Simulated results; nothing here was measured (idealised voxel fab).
This section sets out a process module, namely voxel lift off.
The cross-section shown here is cut; it is 215 nm wide and divided into square cells measuring 5 nm on a side.
Just so we're on the same page, the cross-sections are grids of square cells, and they're listed out in bands top to bottom, each band one or more rows deep.
Quick guide to a band line: top height, bottom height (nm) up front; then every material left to right with its width in nm. Only one material and it's marked "everywhere"? Then it fills the band edge to edge. And "empty" just means empty space.
Heights are reckoned from 0. Under this level, the received wafer is all of one material. The bottommost band is open-ended downward, for example "0 and below".
Graded width ("30->40"): value in top row of band = first number; value in bottom row = second number; row-to-row change constant.
"no alterations made", as given for a step, is the statement that not any cell of the cross-section underwent a change during that step.
Entry "Voids lacking openings". Content: empty spaces with no open connection to the top, size 8 cells or greater. Each: width x height at distance. Distance: from left edge. Unit: nm.
Where a step's line continues beyond its settings, the continuation is a remark by the simulator itself on that step.
The setting "overlay nm" may be written on the line of a step. When the step uses a mask, the value reports how far to the right of the planned place the mask lay, and a negative value reports that it lay to the left.

**So here's the lineup of process steps we planned**
1) RECEIVE with material Si
2) CONFORMAL_DEP with material SiN, thk nm 5
3) PATTERN with tone open, mask id LINES, material resist, width nm 25, pitch nm 50, thk nm 25, overlay nm 0
4) DIRECTIONAL_DEP with material Ru, thk nm 15
5) STRIP with etch materials resist
6) CONFORMAL_DEP with material SiN, thk nm 5
Keep in mind the plan's value for the thk nm of step 6 comes from the first wafer; the wafers don't share that setting, but they do share the same starting point.

**Cross-section of the first of several received wafers, showing its state after step 1**
- 0 and below: Si everywhere
- Voids lacking openings: none

**Cross-section after step 6, the final step of the module, for the first of several wafers**
- 25 down to 20: 15 empty | 35 SiN | 15 empty | 35 SiN | 15 empty | 35 SiN | 15 empty | 35 SiN | 15 empty
- 20 down to 10: 15 empty | 5 SiN | 25 Ru | 5 SiN | 15 empty | 5 SiN | 25 Ru | 5 SiN | 15 empty | 5 SiN | 25 Ru | 5 SiN | 15 empty | 5 SiN | 25 Ru | 5 SiN | 15 empty
- 10 down to 5: 20 SiN | 25 Ru | 25 SiN | 25 Ru | 25 SiN | 25 Ru | 25 SiN | 25 Ru | 20 SiN
- 5 down to 0: SiN everywhere
- 0 and below: Si everywhere
- Voids lacking openings: none

**The final wafer, sectioned at module end**
- 40 down to 20: SiN everywhere
- 20 down to 5: 20 SiN | 25 Ru | 25 SiN | 25 Ru | 25 SiN | 25 Ru | 25 SiN | 25 Ru | 20 SiN
- 5 down to 0: SiN everywhere
- 0 and below: Si everywhere
- Voids lacking openings: none

**Per wafer, end of module: cells gained (+) or lost (-) per material since receipt, then closed voids**
thk nm 5 | +60 Ru | +110 SiN | Voids lacking openings: none
thk nm 10 | +60 Ru | +177 SiN | Voids lacking openings: none
thk nm 15 | +60 Ru | +235 SiN | Voids lacking openings: none
thk nm 20 | +60 Ru | +284 SiN | Voids lacking openings: none
